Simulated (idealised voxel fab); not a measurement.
Documented hereafter: the process module known as voxel gate over fins.
Square cell edge 5 nm, section width 205 nm, ID cut.
Think of the cross-section as a grid of square cells. We describe it in bands, top to bottom, and each band covers one or more rows of those cells.
The entry gives the band's vertical extent as a top height and a bottom height in nm, then its horizontal make-up as materials from left to right, each with a width in nm. "empty" stands for empty space; a single material marked "everywhere" fills the band edge to edge.
Heads up on the height convention: 0 is the point under which the incoming wafer is all one material, and the lowest band has no bottom, it just keeps going down, like "0 nm and below".
You'd read "30..40" like this: the band's top row of cells is as wide as the first number, its bottom row is as wide as the second, and going down, every row changes width by the same amount as the row before did.
Where a step carries "left unchanged", the cross-section came out of it unchanged, cell for cell.
Enclosed voids (no open way to top), threshold 8 cells or more, entry "Voids, fully enclosed", notation width x height at distance, distance from left edge, nm.
The remark found on a step's line after its settings is issued by the simulator itself and pertains to that step.
Steps that use a mask can have "overlay nm" on their line. It says how far the mask sat to the right of where it was meant to be. Negative means to the left.

**The steps planned for the process are as follows**
1,RECEIVE with material Si
2,CONFORMAL_DEP with material SiN, thk nm 5
3,PATTERN with tone cover, mask id FINS, material resist, width nm 15, pitch nm 45, thk nm 20, overlay nm 0
4,DIRECTIONAL_ETCH with etch materials SiN, depth nm 5
5,DIRECTIONAL_ETCH with etch materials Si, depth nm 30
6,STRIP with etch materials resist
7,FILL_DEP with material SiO2, thk nm 5
8,CMP with height nm 5
9,SELECTIVE_ETCH with etch materials SiO2, depth nm 20
10,STRIP with etch materials SiN
11,CONFORMAL_DEP with material HfO2, thk nm 5
12,CONFORMAL_DEP with material TiN, thk nm 5
13,CONFORMAL_DEP with material TiAl, thk nm 5
14,CONFORMAL_DEP with material TiN, thk nm 5
15,FILL_DEP with material W, thk nm 15
16,CMP with height nm 30
17,CONFORMAL_DEP with material SiN, thk nm 10

**The cross-section here shows the wafer as received, i.e. in its state after step 1**
    0 nm and below: Si everywhere
    Voids, fully enclosed: none

**Here's the wafer cut in cross-section after the module, started and planned just like above, except one thing was done wrong in the run**
    40 nm to 30 nm: TiAl everywhere
    30 nm to 20 nm: W everywhere
    20 nm to 15 nm: 50 nm W, 100 nm TiN, 55 nm W
    15 nm to 10 nm: 50 nm W, 5 nm TiN, 90 nm TiAl, 5 nm TiN, 55 nm W
    10 nm to 5 nm: 50 nm W, 5 nm TiN, 5 nm TiAl, 35 nm TiN, 10 nm TiAl, 35 nm TiN, 5 nm TiAl, 5 nm TiN, 55 nm W
    5 nm to 0 nm: 55 nm TiN, 5 nm TiAl, 5 nm TiN, 25 nm HfO2, 5 nm TiN, 10 nm TiAl, 5 nm TiN, 25 nm HfO2, 5 nm TiN, 5 nm TiAl, 60 nm TiN
    0 nm to -5 nm: 60 nm TiAl, 5 nm TiN, 5 nm HfO2, 15 nm Si, 5 nm HfO2, 5 nm TiN, 10 nm TiAl, 5 nm TiN, 5 nm HfO2, 15 nm Si, 5 nm HfO2, 5 nm TiN, 65 nm TiAl
    -5 nm to -10 nm: 65 nm TiN, 5 nm HfO2, 15 nm Si, 5 nm HfO2, 20 nm TiN, 5 nm HfO2, 15 nm Si, 5 nm HfO2, 70 nm TiN
    -10 nm to -15 nm: 70 nm HfO2, 15 nm Si, 30 nm HfO2, 15 nm Si, 75 nm HfO2
    -15 nm to -30 nm: 70 nm SiO2, 15 nm Si, 30 nm SiO2, 15 nm Si, 75 nm SiO2
    -30 nm and below: Si everywhere
    Voids, fully enclosed: none
What went wrong in running the wafer? off-plan run, step 17, actual operation and settings CONFORMAL_DEP with material TiAl, thk nm 10
